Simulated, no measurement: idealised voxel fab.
The process module presented herein is designated voxel transistor to metal.
Each square cell in cross-section cut measures 5 nm, and the section as a whole is 210 nm wide.
Cross-section = grid of square cells, listed top down in bands; band = one or more rows.
Quick guide to a band line: top height, bottom height (nm) up front; then every material left to right with its width in nm. Only one material and it's marked "full width"? Then it fills the band edge to edge. And "air" just means empty space.
It should be noted that heights are counted from 0, beneath which the wafer as supplied is of one material throughout, and that the lowest band possesses no lower boundary but continues downward, as written in "z 0 and below".
Think of "30 to 40" as a width that walks from the first number to the second as you go down the band, top row to bottom row, taking equal-sized steps from row to row.
For the purposes of this document, the phrase "stayed the same" attached to a step denotes that no cell within the cross-section was modified by that step.
The label "Enclosed internal voids" introduces a list of the empty spaces, 8 cells or larger, that have no open way up to the top; each entry in it reads width x height at distance, where the distance is taken from the left edge and all three are stated in nm.
It should be noted that, on the line of a given step, the content following the step's settings is a remark produced by the simulator itself with respect to that step.
When a step includes a mask, the "overlay nm" setting on its line states how far to the right of its planned place that mask lay, and negative values state how far to the left.
[So here's the lineup of process steps we planned]
- 1: RECEIVE with material Si
- 2: OXIDIZE with depth nm 5
- 3: CONFORMAL_DEP with material SiN, thk nm 15
- 4: MASKED_ETCH with tone cover, mask id ACTIVE, width nm 115, etch materials SiN, depth nm 15, overlay nm 0
- 5: MASKED_ETCH with tone cover, mask id ACTIVE, width nm 115, etch materials SiO2, depth nm 5, overlay nm -15
- 6: MASKED_ETCH with tone cover, mask id ACTIVE, width nm 115, etch materials Si, depth nm 25, overlay nm 0
- 7: OXIDIZE with depth nm 5
- 8: FILL_DEP with material SiO2, thk nm 15
- 9: CMP with height nm 15
- 10: SELECTIVE_ETCH with etch materials SiO2, depth nm 10
- 11: STRIP with etch materials SiN
- 12: SELECTIVE_ETCH with etch materials SiO2, depth nm 5
- 13: OXIDIZE with depth nm 5
- 14: DIRECTIONAL_DEP with material polySi, thk nm 25
- 15: DIRECTIONAL_DEP with material SiCN, thk nm 10
- 16: DIRECTIONAL_DEP with material aC, thk nm 10
- 17: PATTERN with tone cover, mask id GATE, material resist, width nm 15, thk nm 25, overlay nm 0
- 18: DIRECTIONAL_ETCH with etch materials aC, depth nm 10
- 19: STRIP with etch materials resist
- 20: DIRECTIONAL_ETCH with etch materials SiCN, depth nm 20
- 21: DIRECTIONAL_ETCH with etch materials polySi, depth nm 35
- 22: STRIP with etch materials aC
- 23: CONFORMAL_DEP with material SiN, thk nm 10
- 24: DIRECTIONAL_ETCH with etch materials SiN, depth nm 10
- 25: DIRECTIONAL_ETCH with etch materials SiO2, depth nm 5
- 26: DIRECTIONAL_ETCH with etch materials Si, depth nm 10
- 27: EPI with material nSi, thk nm 15
- 28: FILL_DEP with material SiO2, thk nm 5
- 29: CMP with height nm 30
- 30: DIRECTIONAL_DEP with material SiO2, thk nm 15
- 31: DIRECTIONAL_DEP with material aC, thk nm 10
- 32: PATTERN with tone open, mask id CONTACT, material resist, width nm 20, pitch nm 75, thk nm 30, overlay nm 0
- 33: DIRECTIONAL_ETCH with etch materials aC, depth nm 10
- 34: STRIP with etch materials resist
- 35: DIRECTIONAL_ETCH with etch materials SiO2, depth nm 50
- 36: STRIP with etch materials aC
- 37: CONFORMAL_DEP with material TiN, thk nm 5
- 38: FILL_DEP with material W, thk nm 5
- 39: CMP with height nm 45
- 40: CONFORMAL_DEP with material SiCN, thk nm 5
- 41: DIRECTIONAL_DEP with material lowk, thk nm 25
- 42: PATTERN with tone open, mask id METAL_1, material resist, width nm 20, pitch nm 75, thk nm 15, overlay nm 0
- 43: DIRECTIONAL_ETCH with etch materials lowk, depth nm 25
- 44: DIRECTIONAL_ETCH with etch materials SiCN, depth nm 5
- 45: STRIP with etch materials resist
- 46: CONFORMAL_DEP with material TiN, thk nm 5
- 47: FILL_DEP with material Ru, thk nm 10
- 48: CMP with height nm 75
- 49: CONFORMAL_DEP with material SiN, thk nm 5
varied across the wafers: overlay nm of step 5. The plan shows the first wafer's value. All wafers start alike
[Cross-section of the first incoming wafer of several, state after step 1]
- z 0 and below: Si full width
- Enclosed internal voids: none
[Depicted here is the first of several wafers in cross-section, at module completion following the last step, step 49]
- z 80 to 75: SiN full width
- z 75 to 50: lowk 55 nm  TiN 5 nm  Ru 10 nm  TiN 5 nm  lowk 55 nm  TiN 5 nm  Ru 10 nm  TiN 5 nm  lowk 60 nm
- z 50 to 45: SiCN 55 nm  TiN 20 nm  SiCN 55 nm  TiN 20 nm  SiCN 60 nm
- z 45 to 30: SiO2 55 nm  TiN 5 nm  W 10 nm  TiN 5 nm  SiO2 55 nm  TiN 5 nm  W 10 nm  TiN 5 nm  SiO2 60 nm
- z 30 to 20: SiO2 55 nm  TiN 5 nm  W 10 nm  TiN 5 nm  SiO2 10 nm  SiN 10 nm  SiCN 15 nm  SiN 10 nm  SiO2 10 nm  TiN 5 nm  W 10 nm  TiN 5 nm  SiO2 60 nm
- z 20 to 10: SiO2 55 nm  TiN 5 nm  W 10 nm  TiN 5 nm  SiO2 10 nm  SiN 10 nm  polySi 15 nm  SiN 10 nm  SiO2 10 nm  TiN 5 nm  W 10 nm  TiN 5 nm  SiO2 60 nm
- z 10 to 5: SiO2 55 nm  TiN 20 nm  SiO2 10 nm  SiN 10 nm  polySi 15 nm  SiN 10 nm  SiO2 10 nm  TiN 10 nm  W 5 nm  TiN 5 nm  SiO2 60 nm
- z 5 to 0: SiO2 45 nm  nSi 20 nm  TiN 5 nm  nSi 15 nm  SiN 10 nm  polySi 15 nm  SiN 10 nm  nSi 15 nm  TiN 5 nm  W 5 nm  TiN 5 nm  SiO2 60 nm
- z 0 to -5: SiO2 40 nm  SiN 10 nm  nSi 15 nm  TiN 5 nm  nSi 15 nm  SiN 10 nm  polySi 15 nm  SiN 10 nm  nSi 15 nm  TiN 15 nm  SiO2 5 nm  SiN 10 nm  SiO2 45 nm
- z -5 to -10: SiO2 50 nm  nSi 35 nm  SiO2 35 nm  nSi 35 nm  SiO2 55 nm
- z -10 to -20: SiO2 35 nm  Si 15 nm  nSi 35 nm  Si 35 nm  nSi 35 nm  SiO2 55 nm
- z -20 to -35: SiO2 35 nm  Si 120 nm  SiO2 55 nm
- z -35 and below: Si full width
- Enclosed internal voids: none
[The last wafer as seen in cross-section at the end of the module]
- z 80 to 75: SiN full width
- z 75 to 50: lowk 55 nm  TiN 5 nm  Ru 10 nm  TiN 5 nm  lowk 55 nm  TiN 5 nm  Ru 10 nm  TiN 5 nm  lowk 60 nm
- z 50 to 45: SiCN 55 nm  TiN 20 nm  SiCN 55 nm  TiN 20 nm  SiCN 60 nm
- z 45 to 30: SiO2 55 nm  TiN 5 nm  W 10 nm  TiN 5 nm  SiO2 55 nm  TiN 5 nm  W 10 nm  TiN 5 nm  SiO2 60 nm
- z 30 to 20: SiO2 55 nm  TiN 5 nm  W 10 nm  TiN 5 nm  SiO2 10 nm  SiN 10 nm  SiCN 15 nm  SiN 10 nm  SiO2 10 nm  TiN 5 nm  W 10 nm  TiN 5 nm  SiO2 60 nm
- z 20 to 10: SiO2 55 nm  TiN 5 nm  W 10 nm  TiN 5 nm  SiO2 10 nm  SiN 10 nm  polySi 15 nm  SiN 10 nm  SiO2 10 nm  TiN 5 nm  W 10 nm  TiN 5 nm  SiO2 60 nm
- z 10 to 5: SiO2 55 nm  TiN 5 nm  W 5 nm  TiN 10 nm  SiO2 10 nm  SiN 10 nm  polySi 15 nm  SiN 10 nm  SiO2 10 nm  TiN 20 nm  SiO2 60 nm
- z 5 to 0: SiO2 55 nm  TiN 5 nm  W 5 nm  TiN 5 nm  nSi 15 nm  SiN 10 nm  polySi 15 nm  SiN 10 nm  nSi 15 nm  TiN 5 nm  nSi 20 nm  SiO2 50 nm
- z 0 to -5: SiO2 40 nm  SiN 10 nm  SiO2 5 nm  TiN 15 nm  nSi 15 nm  SiN 10 nm  polySi 15 nm  SiN 10 nm  nSi 15 nm  TiN 5 nm  nSi 15 nm  SiN 10 nm  SiO2 45 nm
- z -5 to -10: SiO2 50 nm  nSi 35 nm  SiO2 35 nm  nSi 35 nm  SiO2 55 nm
- z -10 to -20: SiO2 50 nm  nSi 35 nm  Si 35 nm  nSi 35 nm  Si 15 nm  SiO2 40 nm
- z -20 to -35: SiO2 50 nm  Si 120 nm  SiO2 40 nm
- z -35 and below: Si full width
- Enclosed internal voids: none
[For your reference, the table is organized with a row per wafer; each row reflects the wafer at the end of the module, indicating for each material the cells gained (+) or lost (-) since receipt, and thereafter its closed voids]
overlay nm -15, +20 Ru, -202 Si, +40 SiCN, +74 SiN, +394 SiO2, +70 TiN, +30 W, +170 lowk, +61 nSi, +15 polySi, Enclosed internal voids: none
overlay nm -10, +20 Ru, -207 Si, +40 SiCN, +74 SiN, +399 SiO2, +70 TiN, +30 W, +170 lowk, +61 nSi, +15 polySi, Enclosed internal voids: none
overlay nm -5, +20 Ru, -212 Si, +40 SiCN, +74 SiN, +404 SiO2, +70 TiN, +30 W, +170 lowk, +61 nSi, +15 polySi, Enclosed internal voids: none
overlay nm 0, +20 Ru, -217 Si, +40 SiCN, +74 SiN, +412 SiO2, +72 TiN, +32 W, +170 lowk, +54 nSi, +15 polySi, Enclosed internal voids: none
overlay nm 5, +20 Ru, -212 Si, +40 SiCN, +74 SiN, +404 SiO2, +70 TiN, +30 W, +170 lowk, +61 nSi, +15 polySi, Enclosed internal voids: none
overlay nm 10, +20 Ru, -207 Si, +40 SiCN, +74 SiN, +399 SiO2, +70 TiN, +30 W, +170 lowk, +61 nSi, +15 polySi, Enclosed internal voids: none
overlay nm 15, +20 Ru, -202 Si, +40 SiCN, +74 SiN, +394 SiO2, +70 TiN, +30 W, +170 lowk, +61 nSi, +15 polySi, Enclosed internal voids: none
